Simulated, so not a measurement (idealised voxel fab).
Process module under the name voxel ribs on slabs
Each square cell in cross-section cut measures 5 nm, and the section as a whole is 220 nm wide.
A cross-section in this document is a grid of square cells, and it is written down as bands, the top band listed before the ones below it; a band is made up of one or more rows of cells. What a band's entry tells you: where the top is and where the bottom is, as heights in nm, and after that what lies inside, material by material from left to right, each with its width in nm. Empty space is written as the word "empty", and a single material marked with the word "all across" occupies the band from edge to edge. It should be noted that heights are counted from 0, beneath which the wafer as supplied is of one material throughout, and that the lowest band possesses no lower boundary but continues downward, as written in "from 0 down". Width spec "30..40" -> top row of cells at first value, bottom row at second value, equal per-row change in between. Take "changes: none" at face value: in the step it is given for, the cross-section changed in none of its cells. Closed-off voids of 8+ cells (no open route to the top) go in "Closed void list", written width x height at distance from the left edge, in nm. The remark found on a step's line after its settings is issued by the simulator itself and pertains to that step. You can add "overlay nm" to a step's line. For a step with a mask, it describes how far the mask lay to the right of its planned position, and a negative number describes a lay to the left.

**Set out below are the planned steps of the process**
- 1: RECEIVE (material Si)
- 2: DIRECTIONAL_DEP (material SiO2; thk nm 20)
- 3: DIRECTIONAL_DEP (material SiN; thk nm 15)
- 4: PATTERN (tone cover; mask id RIB; material resist; width nm 20; thk nm 15; overlay nm 0)
- 5: DIRECTIONAL_ETCH (etch materials SiN; depth nm 10)
- 6: STRIP (etch materials resist)
- 7: PATTERN (tone cover; mask id SLAB; material resist; width nm 60; thk nm 20; overlay nm 0)
- 8: DIRECTIONAL_ETCH (etch materials SiN; depth nm 5)
- 9: STRIP (etch materials resist)
- 10: FILL_DEP (material SiO2; thk nm 20)
- 11: CMP (height nm 45)
- 12: DIRECTIONAL_DEP (material W; thk nm 5)
- 13: PATTERN (tone cover; mask id HEATER; material resist; width nm 30; thk nm 20; overlay nm 0)
- 14: DIRECTIONAL_ETCH (etch materials W; depth nm 5)
- 15: STRIP (etch materials resist)
- 16: CONFORMAL_DEP (material SiN; thk nm 10)

**Step 1 complete: cross-section of the wafer as received**
* from 0 down | Si all across
* Closed void list: none

**The first of two wafers, cross-sectioned at the end of the module, with the run proceeding as planned**
* from 60 to 55 | 85 nm empty  50 nm SiN  85 nm empty
* from 55 to 50 | SiN all across
* from 50 to 45 | 95 nm SiN  30 nm W  95 nm SiN
* from 45 to 35 | SiO2 all across
* from 35 to 25 | 100 nm SiO2  20 nm SiN  100 nm SiO2
* from 25 to 20 | 80 nm SiO2  60 nm SiN  80 nm SiO2
* from 20 to 0 | SiO2 all across
* from 0 down | Si all across
* Closed void list: none

**Cross-section, wafer two of two, end of module: same start and plan as wafer one, one error in execution**
* from 60 to 55 | 85 nm empty  50 nm SiN  85 nm empty
* from 55 to 50 | SiN all across
* from 50 to 45 | 95 nm SiN  30 nm W  95 nm SiN
* from 45 to 25 | SiO2 all across
* from 25 to 20 | 80 nm SiO2  20 nm SiN  20 nm SiO2  20 nm SiN  80 nm SiO2
* from 20 to 0 | SiO2 all across
* from 0 down | Si all across
* Closed void list: none
Against the plan, the run slipped here: the intended sequence of steps 3 and 4 was reversed during processing, with each occupying the position of the other
Final tally in cells, some materials are higher or lower on the second wafer than on the first: -12 SiN; +12 SiO2
